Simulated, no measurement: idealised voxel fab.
This is a process module. Its name is voxel ribs on slabs.
Pictured: cross-section cut, 225 nm wide, on a grid of 5 nm square cells.
Cross-section = grid of square cells, listed top down in bands; band = one or more rows. What a band's entry tells you: where the top is and where the bottom is, as heights in nm, and after that what lies inside, material by material from left to right, each with its width in nm. Empty space is written as the word "air", and a single material marked with the word "everywhere" occupies the band from edge to edge. Where do heights start? At 0: under that level the wafer as delivered is made of one material only. And the lowest band has no floor; it just carries on downward, as in "top 0, no bottom". A two-number width, for instance "30 to 40", indicates that the width is equal to the first number in the top row of the band and to the second number in the bottom row, and that it changes by a constant amount per row of cells. When a step is marked "nothing changed", none of the cells in the cross-section changed during that step. Empty spaces counting at least 8 cells and having no open way to the top are listed in "Closed void roster". The notation width x height at distance is used for each, the distance being from the left edge and all three values in nm. On each step's line, the part that comes after the settings is the simulator's own comment on the step. Among the settings permitted on a step's line is "overlay nm"; applied to a step with a mask, it specifies the extent to which the mask lay to the right of its planned position, whereas a negative figure signifies a position to the left.
The process steps that were planned are listed below
1 RECEIVE | material Si
2 DIRECTIONAL_DEP | material SiO2 | thk nm 25
3 DIRECTIONAL_DEP | material SiN | thk nm 20
4 MASKED_ETCH | tone cover | mask id RIB | width nm 30 | etch materials SiN | depth nm 10 | overlay nm 0
5 PATTERN | tone cover | mask id SLAB | material resist | width nm 80 | thk nm 20 | overlay nm 0
6 DIRECTIONAL_ETCH | etch materials SiN | depth nm 10
7 STRIP | etch materials resist
8 FILL_DEP | material SiO2 | thk nm 20
9 CMP | height nm 60
10 DIRECTIONAL_DEP | material W | thk nm 10
11 DIRECTIONAL_DEP | material aC | thk nm 15
12 PATTERN | tone cover | mask id HEATER | material resist | width nm 40 | thk nm 30 | overlay nm 0
13 DIRECTIONAL_ETCH | etch materials aC | depth nm 15
14 STRIP | etch materials resist
15 DIRECTIONAL_ETCH | etch materials W | depth nm 10
16 STRIP | etch materials aC
17 CONFORMAL_DEP | material SiN | thk nm 5
As-received wafer cross-section (after step 1)
> top 0, no bottom  Si everywhere
> Closed void roster: none
What the wafer looks like in cross-section after this module, when it starts as shown above and follows the plan above but one mistake is made in running it
> top 75, bottom 70  air 85 nm, then SiN 50 nm, then air 90 nm
> top 70, bottom 65  SiN 90 nm, then W 40 nm, then SiN 95 nm
> top 65, bottom 60  W everywhere
> top 60, bottom 45  SiO2 everywhere
> top 45, bottom 35  SiO2 95 nm, then SiN 30 nm, then SiO2 100 nm
> top 35, bottom 25  SiO2 70 nm, then SiN 80 nm, then SiO2 75 nm
> top 25, bottom 0  SiO2 everywhere
> top 0, no bottom  Si everywhere
> Closed void roster: none
Deviation from plan: contrary to plan, step 15 was performed as DIRECTIONAL_ETCH | etch materials W | depth nm 5
